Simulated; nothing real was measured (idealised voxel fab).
process module | voxel fin reveal
cross-section cut | 175 nm wide | cells 5 nm
A cross-section is a grid of square cells, given in bands from the top down. A band is one or more rows of cells.
Each band's line starts with the height of the band's top and of its bottom, in nm. Then come its materials from left to right, each with its width in nm. One material with "throughout" fills the band from edge to edge. "air" is empty space.
Height 0 is the level under which the wafer as received is all one material. The lowest band goes on downwards, as in "0 down".
A width such as "30 to 40" changes by the same amount from each row of cells to the next, from the band's top row to its bottom row.
"no change" after a step means that no cell of the cross-section changed.
closed voids: empty space of 8 cells or more with no open way to the top, each as width x height at its distance from the left edge, in nm
after a step's settings: what the simulator itself notes on the step
overlay nm, on a step with a mask: how far to the right of its planned place the mask lay; to the left if negative
plan
1 op RECEIVE | material Si
2 op CONFORMAL_DEP | material SiN | thk nm 10
3 op MASKED_ETCH | tone cover | mask id FINS | width nm 15 | pitch nm 40 | etch materials SiN | depth nm 10 | overlay nm -15
4 op MASKED_ETCH | tone cover | mask id FINS | width nm 15 | pitch nm 40 | etch materials Si | depth nm 40 | overlay nm 0
5 op FILL_DEP | material SiO2 | thk nm 5
6 op CMP | height nm 10
7 op SELECTIVE_ETCH | etch materials SiO2 | depth nm 25
8 op STRIP | etch materials SiN
9 op CONFORMAL_DEP | material HfO2 | thk nm 5
varied across the wafers: overlay nm of step 3. The plan shows the first wafer's value. All wafers start alike
first wafer as received, after step 1
  0 down: Si throughout
  closed voids: none
each wafer at the end: cells of each material gained (+) or lost (-) since it was received, then its closed voids
overlay nm -15 | +47 HfO2 | -184 Si | +115 SiO2 | closed voids: none
overlay nm -10 | +47 HfO2 | -200 Si | +125 SiO2 | closed voids: none
overlay nm -5 | +47 HfO2 | -216 Si | +135 SiO2 | closed voids: none
overlay nm 0 | +47 HfO2 | -232 Si | +145 SiO2 | closed voids: none
overlay nm 5 | +47 HfO2 | -216 Si | +135 SiO2 | closed voids: none
overlay nm 10 | +47 HfO2 | -200 Si | +125 SiO2 | closed voids: none
overlay nm 15 | +47 HfO2 | -184 Si | +115 SiO2 | closed voids: none
